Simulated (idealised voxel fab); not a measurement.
Proc. module: voxel capacitor over wiring
In the cross-section labelled cut, the width is 200 nm and each square cell is 5 nm.
Throughout this document, each cross-section is represented as a grid of square cells and is presented as a sequence of bands enumerated from the top downward, where a band comprises one or more rows of cells. In this notation a band is specified by the heights of its top and bottom, in that order and in nm, after which its materials appear from left to right, each paired with its width in nm. The word "throughout" attached to a single material means that material fills the band from edge to edge; the word "air" stands for empty space. Heights are reckoned from 0. Under this level, the received wafer is all of one material. The bottommost band is open-ended downward, for example "0..down". Width spec "30 to 40" -> top row of cells at first value, bottom row at second value, equal per-row change in between. "all unchanged" after a step means that no cell of the cross-section changed. This entry, "Enclosed void inventory", enumerates those empty regions of no fewer than 8 cells that possess no open connection to the top. Each region is reported in the form width x height at distance, the distance being taken from the left edge, with all three quantities expressed in nm. What comes after the settings on a step's line is commentary from the simulator itself on that step. Each step line may optionally specify "overlay nm", which for a step with a mask gives the rightward distance between the mask's planned place and where it lay, a negative value indicating the leftward direction.

THESE ARE THE STEPS WE PLANNED FOR THE PROCESS
1: RECEIVE, material Si
2: CONFORMAL_DEP, material SiO2, thk nm 15
3: CONFORMAL_DEP, material SiCN, thk nm 5
4: DIRECTIONAL_DEP, material lowk, thk nm 20
5: PATTERN, tone open, mask id METAL_1, material resist, width nm 20, pitch nm 70, thk nm 20, overlay nm 0
6: DIRECTIONAL_ETCH, etch materials lowk, depth nm 20
7: DIRECTIONAL_ETCH, etch materials SiCN, depth nm 5
8: STRIP, etch materials resist
9: CONFORMAL_DEP, material TiN, thk nm 5
10: FILL_DEP, material Cu, thk nm 10
11: CMP, height nm 40
12: CONFORMAL_DEP, material SiCN, thk nm 5
13: DIRECTIONAL_DEP, material lowk, thk nm 10
14: PATTERN, tone open, mask id PLUG_1, material resist, width nm 15, thk nm 15, overlay nm 0
15: DIRECTIONAL_ETCH, etch materials lowk, depth nm 10
16: DIRECTIONAL_ETCH, etch materials SiCN, depth nm 5
17: STRIP, etch materials resist
18: EPI, material Ru, thk nm 10
19: EPI, material Ru, thk nm 5
20: DIRECTIONAL_DEP, material TiN, thk nm 5
21: DIRECTIONAL_DEP, material SiN, thk nm 5
22: DIRECTIONAL_DEP, material TiN, thk nm 5
23: DIRECTIONAL_DEP, material aC, thk nm 10
24: PATTERN, tone cover, mask id UPPER_PLATE, material resist, width nm 55, thk nm 30, overlay nm 0
25: DIRECTIONAL_ETCH, etch materials aC, depth nm 10
26: STRIP, etch materials resist
27: DIRECTIONAL_ETCH, etch materials TiN, depth nm 5
28: DIRECTIONAL_ETCH, etch materials SiN, depth nm 5
29: STRIP, etch materials aC
30: MASKED_ETCH, tone cover, mask id LOWER_PLATE, width nm 65, etch materials TiN, depth nm 5, overlay nm 0
31: FILL_DEP, material SiO2, thk nm 15
32: CMP, height nm 80
33: PATTERN, tone open, mask id PLUG_2, material resist, width nm 15, thk nm 20, overlay nm -15
34: DIRECTIONAL_ETCH, etch materials SiO2, depth nm 10
35: STRIP, etch materials resist
36: CONFORMAL_DEP, material TiN, thk nm 5
37: FILL_DEP, material Cu, thk nm 10
38: CMP, height nm 80
39: CONFORMAL_DEP, material SiN, thk nm 5
The plan shows the overlay nm of step 33 as the first wafer had it; this setting differs between the wafers, which start out alike.

AS-RECEIVED CROSS-SECTION, FIRST OF SEVERAL WAFERS, POST STEP 1
> 0..down | Si throughout
> Enclosed void inventory: none

CROSS-SECTION OF THE FIRST OF SEVERAL WAFERS ONCE THE MODULE HAS RUN THROUGH ITS LAST STEP, STEP 39
> 85..80 | SiN throughout
> 80..75 | SiO2 55, then TiN 5, then Cu 5, then TiN 5, then SiO2 130
> 75..65 | SiO2 55 to 60, then TiN 15 to 55, then SiO2 130 to 85
> 65..60 | SiO2 60, then SiN 55, then SiO2 85
> 60..55 | SiO2 55, then TiN 65, then SiO2 80
> 55..45 | lowk 60, then Ru 15, then lowk 125
> 45..40 | SiCN 60, then Ru 15, then SiCN 125
> 40..20 | lowk 55, then TiN 5, then Cu 10, then TiN 5, then lowk 50, then TiN 5, then Cu 10, then TiN 5, then lowk 55
> 20..15 | SiCN 55, then TiN 20, then SiCN 50, then TiN 20, then SiCN 55
> 15..0 | SiO2 throughout
> 0..down | Si throughout
> Enclosed void inventory: none

SO THIS IS THE CROSS-SECTION ON THE LAST WAFER AT THE END OF THE MODULE
> 85..80 | SiN throughout
> 80..75 | SiO2 85, then TiN 5, then Cu 5, then TiN 5, then SiO2 100
> 75..65 | SiO2 85 to 60, then TiN 15 to 55, then SiO2 100 to 85
> 65..60 | SiO2 60, then SiN 55, then SiO2 85
> 60..55 | SiO2 55, then TiN 65, then SiO2 80
> 55..45 | lowk 60, then Ru 15, then lowk 125
> 45..40 | SiCN 60, then Ru 15, then SiCN 125
> 40..20 | lowk 55, then TiN 5, then Cu 10, then TiN 5, then lowk 50, then TiN 5, then Cu 10, then TiN 5, then lowk 55
> 20..15 | SiCN 55, then TiN 20, then SiCN 50, then TiN 20, then SiCN 55
> 15..0 | SiO2 throughout
> 0..down | Si throughout
> Enclosed void inventory: none

ROW PER WAFER, END-OF-MODULE: CELL GAIN (+)/LOSS (-) BY MATERIAL SINCE THE WAFER CAME IN, THEN CLOSED VOIDS
overlay nm -15 | +17 Cu | +9 Ru | +69 SiCN | +51 SiN | +279 SiO2 | +53 TiN | +202 lowk | Enclosed void inventory: none
overlay nm -10 | +17 Cu | +9 Ru | +69 SiCN | +51 SiN | +279 SiO2 | +53 TiN | +202 lowk | Enclosed void inventory: none
overlay nm -5 | +17 Cu | +9 Ru | +69 SiCN | +51 SiN | +279 SiO2 | +53 TiN | +202 lowk | Enclosed void inventory: none
overlay nm 0 | +17 Cu | +9 Ru | +69 SiCN | +51 SiN | +279 SiO2 | +53 TiN | +202 lowk | Enclosed void inventory: none
overlay nm 5 | +17 Cu | +9 Ru | +69 SiCN | +51 SiN | +279 SiO2 | +53 TiN | +202 lowk | Enclosed void inventory: none
overlay nm 10 | +17 Cu | +9 Ru | +69 SiCN | +51 SiN | +279 SiO2 | +53 TiN | +202 lowk | Enclosed void inventory: none
overlay nm 15 | +17 Cu | +9 Ru | +69 SiCN | +51 SiN | +279 SiO2 | +53 TiN | +202 lowk | Enclosed void inventory: none
